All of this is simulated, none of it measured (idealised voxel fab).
Process module under the name voxel plated lines
The figure presents cross-section cut, which has a width of 255 nm and is divided into square cells with an edge length of 5 nm.
Just so we're on the same page, the cross-sections are grids of square cells, and they're listed out in bands top to bottom, each band one or more rows deep. Band: top and bottom heights (nm) first, top before bottom; then materials from left to right, widths in nm. "edge to edge" marks a sole material filling the band edge to edge. "blank" denotes empty space. Heights from 0 (as-received wafer is one material below). Bottom band endless downward, as "from 0 down". Quick explanation for "30..40": the width changes in equal steps down the rows of cells, from the first number in the band's top row to the second number in its bottom row. "left unchanged" after a step means that no cell of the cross-section changed. Heads up: "Internal closed voids" only lists the empty pockets with no open path to the top that are 8 cells or more, and it writes them as width x height at distance, distance from the left edge, in nm. It should be noted that, on the line of a given step, the content following the step's settings is a remark produced by the simulator itself with respect to that step. The optional step-line setting "overlay nm" applies to steps with a mask and quantifies how far to the right of its planned location the mask lay, a negative value indicating leftward placement.
PROCESS STEPS - PLAN
1. RECEIVE: material Si
2. CONFORMAL_DEP: material SiO2, thk nm 15
3. DIRECTIONAL_DEP: material TiN, thk nm 5
4. PATTERN: tone open, mask id LINES, material resist, width nm 20, pitch nm 40, thk nm 40, overlay nm 0
5. EPI: material Ru, thk nm 10
6. EPI: material Ru, thk nm 5
7. EPI: material Ru, thk nm 5
8. STRIP: etch materials resist
9. DIRECTIONAL_ETCH: etch materials TiN, depth nm 5
10. CONFORMAL_DEP: material SiCN, thk nm 10
WAFER AT RECEIPT (POST STEP 1), CROSS-SECTION
  from 0 down = Si edge to edge
  Internal closed voids: none
RESULT OF THE MODULE, CROSS-SECTIONED: START PER ABOVE, PLAN PER ABOVE, ONE ERROR IN HOW IT WAS RUN
  from 40 to 30 = blank: 65 | SiCN: 120 | blank: 70
  from 30 to 25 = blank: 65 | SiCN: 10 | Ru: 20 | SiCN: 20 | Ru: 20 | SiCN: 20 | Ru: 20 | SiCN: 10 | blank: 70
  from 25 to 20 = SiCN: 75 | Ru: 20 | SiCN: 20 | Ru: 20 | SiCN: 20 | Ru: 20 | SiCN: 80
  from 20 to 15 = SiCN: 75 | TiN: 20 | SiCN: 20 | TiN: 20 | SiCN: 20 | TiN: 20 | SiCN: 80
  from 15 to 0 = SiO2 edge to edge
  from 0 down = Si edge to edge
  Internal closed voids: none
Where did the run depart from the plan? step 5 from the plan never happened, it was just skipped
